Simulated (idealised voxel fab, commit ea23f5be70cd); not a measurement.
Presented below is a process module, voxel local oxidation.
This is section cut - it's 210 nm across, gridded in 5 nm square cells.
A cross-section in this document is a grid of square cells, and it is written down as bands, the top band listed before the ones below it; a band is made up of one or more rows of cells. Read a band's entry like this: the first values are the height of its top and the height of its bottom in nm, and what follows is the sequence of materials from left to right, each with its width in nm. Note that "empty" is empty space, and that a single material marked "all across" reaches across the band from edge to edge. Beneath 0, the wafer as received is one material, and that level is where height counting begins. The lowest band goes on downward without a bottom; it is written like "0..down". So if you see something like "30 to 40" for the width, read it as the top row of the band sitting at the first number and the bottom row at the second, with every row in between moving by the same amount as the last. "remained the same" after a step means that no cell of the cross-section changed. Closed-off voids of 8+ cells (no open route to the top) go in "Enclosed void inventory", written width x height at distance from the left edge, in nm. after a step's settings: what the simulator itself notes on the step. The "overlay nm" setting may appear on a step's line; for a step that uses a mask, it gives how far to the right of its planned position the mask lay, and a negative value indicates the left.

PLANNED PROCESS STEPS
1,op RECEIVE | material Si
2,op OXIDIZE | depth nm 5
3,op CONFORMAL_DEP | material SiN | thk nm 15
4,op MASKED_ETCH | tone cover | mask id ACTIVE | width nm 110 | etch materials SiN | depth nm 15 | overlay nm 0
5,op SELECTIVE_ETCH | etch materials SiO2 | depth nm 5
6,op OXIDIZE | depth nm 15
7,op STRIP | etch materials SiN

CROSS-SECTION OF THE INCOMING WAFER, STATE AFTER STEP 1
> 0..down = Si all across
> Enclosed void inventory: none

THE CROSS-SECTION SHOWN CORRESPONDS TO THE WAFER AT THE CONCLUSION OF THE MODULE. THE INITIAL STRUCTURE AND THE PROCESS PLAN ARE THOSE PRESENTED ABOVE; HOWEVER, ONE MISTAKE OCCURRED IN EXECUTING THE PLAN
> -5..-20 = empty: 70, Si: 70, empty: 70
> -20..down = Si all across
> Enclosed void inventory: none
Run error: the process deviated at step 7: the operation and settings actually run there were op STRIP | etch materials SiO2
